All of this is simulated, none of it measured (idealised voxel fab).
This is a process module. Its name is voxel self aligned contacts.
cross-section cut | 270 nm wide | cells 5 nm
Notation: cross-section as square-cell grid; stated in bands, top first, going down; one or more cell rows per band.
Look at the band entry: it leads with the top's height and the bottom's height in nm. Then it lists the materials left to right, with a width in nm for each. The word "everywhere" on a single material says that material fills the band edge to edge. The word "empty" is empty space.
Where do heights start? At 0: under that level the wafer as delivered is made of one material only. And the lowest band has no floor; it just carries on downward, as in "0 and below".
You'd read "30->40" like this: the band's top row of cells is as wide as the first number, its bottom row is as wide as the second, and going down, every row changes width by the same amount as the row before did.
Any step labelled "no alteration" changed none of the cells in the cross-section.
Empty spaces counting at least 8 cells and having no open way to the top are listed in "Unvented internal voids". The notation width x height at distance is used for each, the distance being from the left edge and all three values in nm.
That trailing text on a step's line, after the settings, is the simulator's own remark on the step.
If you see "overlay nm" on a step's line and that step has a mask, it's telling you how far right of where it was planned the mask ended up; a negative number means it went left instead.
Process steps foreseen in the plan:
1: RECEIVE: material Si
2: OXIDIZE: depth nm 5
3: DIRECTIONAL_DEP: material polySi, thk nm 30
4: DIRECTIONAL_DEP: material SiN, thk nm 20
5: DIRECTIONAL_DEP: material aC, thk nm 10
6: PATTERN: tone cover, mask id GATE, material resist, width nm 30, pitch nm 75, thk nm 30, overlay nm 0
7: DIRECTIONAL_ETCH: etch materials aC, depth nm 10
8: STRIP: etch materials resist
9: DIRECTIONAL_ETCH: etch materials SiN, depth nm 20
10: DIRECTIONAL_ETCH: etch materials polySi, depth nm 30
11: STRIP: etch materials aC
12: CONFORMAL_DEP: material SiN, thk nm 10
13: DIRECTIONAL_ETCH: etch materials SiN, depth nm 10
14: FILL_DEP: material SiO2, thk nm 20
15: CMP: height nm 60
16: DIRECTIONAL_DEP: material aC, thk nm 10
17: PATTERN: tone open, mask id CONTACT, material resist, width nm 55, thk nm 30, overlay nm 0
18: DIRECTIONAL_ETCH: etch materials aC, depth nm 10
19: STRIP: etch materials resist
20: DIRECTIONAL_ETCH: etch materials SiO2, depth nm 65
21: STRIP: etch materials aC
22: CONFORMAL_DEP: material TiN, thk nm 5
23: FILL_DEP: material Ru, thk nm 5
24: CMP: height nm 60
25: CONFORMAL_DEP: material SiN, thk nm 5
Received-state cross-section, reflecting completion of step 1:
    0 and below = Si everywhere
    Unvented internal voids: none
Result of the module, cross-sectioned: start per above, plan per above, one error in how it was run:
    65 down to 60 = SiN everywhere
    60 down to 50 = SiO2 105 nm; TiN 5->20 nm; Ru 45->15 nm; TiN 5->20 nm; SiO2 110 nm
    50 down to 30 = SiO2 70 nm; SiN 50 nm; TiN 5 nm; Ru 15 nm; TiN 5 nm; SiN 50 nm; SiO2 75 nm
    30 down to 15 = SiO2 70 nm; SiN 10 nm; polySi 30 nm; SiN 10 nm; TiN 5 nm; Ru 15 nm; TiN 5 nm; SiN 10 nm; polySi 30 nm; SiN 10 nm; SiO2 75 nm
    15 down to 10 = SiO2 70 nm; SiN 10 nm; polySi 30 nm; SiN 10 nm; TiN 25 nm; SiN 10 nm; polySi 30 nm; SiN 10 nm; SiO2 75 nm
    10 down to 0 = SiN 80 nm; polySi 30 nm; SiN 45 nm; polySi 30 nm; SiN 85 nm
    0 down to -5 = SiO2 everywhere
    -5 and below = Si everywhere
    Unvented internal voids: none
Against the plan, the run slipped here: ran 12 and 13 in swapped order versus the plan
